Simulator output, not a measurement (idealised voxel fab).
Name of the process module below: voxel self aligned vias
This is section cut - it's 150 nm across, gridded in 5 nm square cells.
In this document a cross-section is written as a grid of square cells. It is given as a series of bands, listed from the top down, and a band is one or more rows of cells. Within each band entry, the heights of the top and of the bottom of the band appear first, in that order and in nm; the materials of the band then follow from left to right, each with its corresponding width in nm. The designation "throughout" on a single material indicates that it fills the band from edge to edge; the designation "air" indicates empty space. Heads up on the height convention: 0 is the point under which the incoming wafer is all one material, and the lowest band has no bottom, it just keeps going down, like "0..down". With a width like "30..40", each row of cells in the band differs from the next by the same amount, the top row carrying the first number and the bottom row the second. Step marked "no modification"? Then no cell in the cross-section changed in it. "Completely enclosed voids" specifies each empty space that is not open to the top and that occupies no fewer than 8 cells, using the form width x height at distance, the distance measured from the left edge and all three quantities in nm. On a step's line, text after the settings is the simulator commenting on that step. overlay nm: mask right of planned place by this much (step with mask). Neg. = left.
## This section lists the process steps that were planned
1: RECEIVE (material Si)
2: CONFORMAL_DEP (material SiO2; thk nm 10)
3: CONFORMAL_DEP (material SiCN; thk nm 5)
4: DIRECTIONAL_DEP (material lowk; thk nm 20)
5: DIRECTIONAL_DEP (material aC; thk nm 15)
6: PATTERN (tone open; mask id LINES; material resist; width nm 30; pitch nm 65; thk nm 30; overlay nm 0)
7: DIRECTIONAL_ETCH (etch materials aC; depth nm 15)
8: STRIP (etch materials resist)
9: DIRECTIONAL_ETCH (etch materials lowk; depth nm 20)
10: STRIP (etch materials aC)
11: CONFORMAL_DEP (material TiN; thk nm 5)
12: FILL_DEP (material Ru; thk nm 10)
13: CMP (height nm 35)
14: SELECTIVE_ETCH (etch materials W Ru TiN; depth nm 10)
15: FILL_DEP (material SiN; thk nm 10)
16: CMP (height nm 35)
17: DIRECTIONAL_DEP (material lowk; thk nm 20)
18: PATTERN (tone open; mask id VIAS; material resist; width nm 40; thk nm 20; overlay nm 0)
19: DIRECTIONAL_ETCH (etch materials lowk; depth nm 20)
20: DIRECTIONAL_ETCH (etch materials SiN; depth nm 10)
21: STRIP (etch materials resist)
22: CONFORMAL_DEP (material TiN; thk nm 5)
23: FILL_DEP (material Ru; thk nm 10)
24: CMP (height nm 55)
25: CONFORMAL_DEP (material SiN; thk nm 5)
## Cross-section, incoming material, after step 1
  0..down: Si throughout
  Completely enclosed voids: none
## First wafer of two, sectioned at end of module; run went per plan
  60..55: SiN throughout
  55..40: 20 of lowk; 5 of TiN; 30 of Ru; 5 of TiN; 90 of lowk
  40..35: 20 of lowk; 10 of TiN; 20 of Ru; 10 of TiN; 90 of lowk
  35..30: 25 of lowk; 5 of TiN; 20 of Ru; 5 of TiN; 35 of lowk; 30 of SiN; 30 of lowk
  30..25: 25 of lowk; 30 of TiN; 35 of lowk; 30 of SiN; 30 of lowk
  25..20: 25 of lowk; 5 of TiN; 20 of Ru; 5 of TiN; 35 of lowk; 5 of TiN; 20 of Ru; 5 of TiN; 30 of lowk
  20..15: 25 of lowk; 30 of TiN; 35 of lowk; 30 of TiN; 30 of lowk
  15..10: SiCN throughout
  10..0: SiO2 throughout
  0..down: Si throughout
  Completely enclosed voids: none
## Second of two wafers, module complete, sectioned: it shares the first wafer's start and plan but was run with one mistake
  60..55: SiN throughout
  55..40: 20 of lowk; 5 of TiN; 30 of Ru; 5 of TiN; 90 of lowk
  40..35: 20 of lowk; 15 of TiN; 10 of Ru; 15 of TiN; 90 of lowk
  35..30: 30 of lowk; 5 of TiN; 10 of Ru; 5 of TiN; 45 of lowk; 20 of SiN; 35 of lowk
  30..25: 30 of lowk; 20 of TiN; 45 of lowk; 20 of SiN; 35 of lowk
  25..20: 30 of lowk; 20 of Ru; 45 of lowk; 20 of Ru; 35 of lowk
  20..15: lowk throughout
  15..10: SiCN throughout
  10..0: SiO2 throughout
  0..down: Si throughout
  Completely enclosed voids: none
The plan and the run diverged here: step 11, actual vs plan mismatch, actual run CONFORMAL_DEP (material lowk; thk nm 5)
Cell-count delta at end, second wafer over first, by material: Ru: 4 fewer; SiN: 4 fewer; TiN: 16 fewer; lowk: 24 more
